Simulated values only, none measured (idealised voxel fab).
Process module, titled voxel lift off
Section cut is 250 nm wide and gridded with 5 nm square cells.
Cross-section format: a grid of square cells, given as bands from top to bottom; each band is one or more rows of cells.
First you get the band's top height and its bottom height, in nm, and then the materials it's made of, left to right, with each width in nm. If you see a single material with "edge to edge", that one covers the band edge to edge. "air" is empty space.
Zero point of the height axis is 0; under it, received wafer = one material. Lowest band: continues down indefinitely, "0 nm and below".
It should be noted that a width expressed as "30->40" varies in equal increments from row to row of cells within the band, taking the value of the first number at the top row and that of the second number at the bottom row.
"remained the same" after a step means that no cell of the cross-section changed.
In the "Unvented voids" entry, you get each enclosed empty space of 8 cells or more, one with no open way to the top, written width x height at distance, distance from the left edge, in nm.
The remark found on a step's line after its settings is issued by the simulator itself and pertains to that step.
You can add "overlay nm" to a step's line. For a step with a mask, it describes how far the mask lay to the right of its planned position, and a negative number describes a lay to the left.
Process steps - plan
| 1 | RECEIVE (material Si) |
| 2 | CONFORMAL_DEP (material Al2O3; thk nm 10) |
| 3 | PATTERN (tone open; mask id LINES; material resist; width nm 15; pitch nm 35; thk nm 20; overlay nm 0) |
| 4 | DIRECTIONAL_DEP (material Ru; thk nm 10) |
| 5 | STRIP (etch materials resist) |
| 6 | CONFORMAL_DEP (material SiN; thk nm 5) |
Shown in cross-section is the wafer as received, that is, as it stands after step 1
    0 nm and below  Si edge to edge
    Unvented voids: none
The module was run from the start shown above using the plan shown above, but one mistake was made doing it; the resulting wafer cross-section is below
    25 nm to 20 nm  air=95, SiN=30, air=5, SiN=30, air=90
    20 nm to 15 nm  air=95, SiN=5, Ru=20, SiN=5, air=5, SiN=5, Ru=20, SiN=5, air=90
    15 nm to 10 nm  SiN=100, Ru=20, SiN=15, Ru=20, SiN=95
    10 nm to 0 nm  Al2O3 edge to edge
    0 nm and below  Si edge to edge
    Unvented voids: none
Which mistake was made when the wafer was run? contrary to plan, step 3 was performed as PATTERN (tone open; mask id LINES; material resist; width nm 20; pitch nm 35; thk nm 20; overlay nm 0)
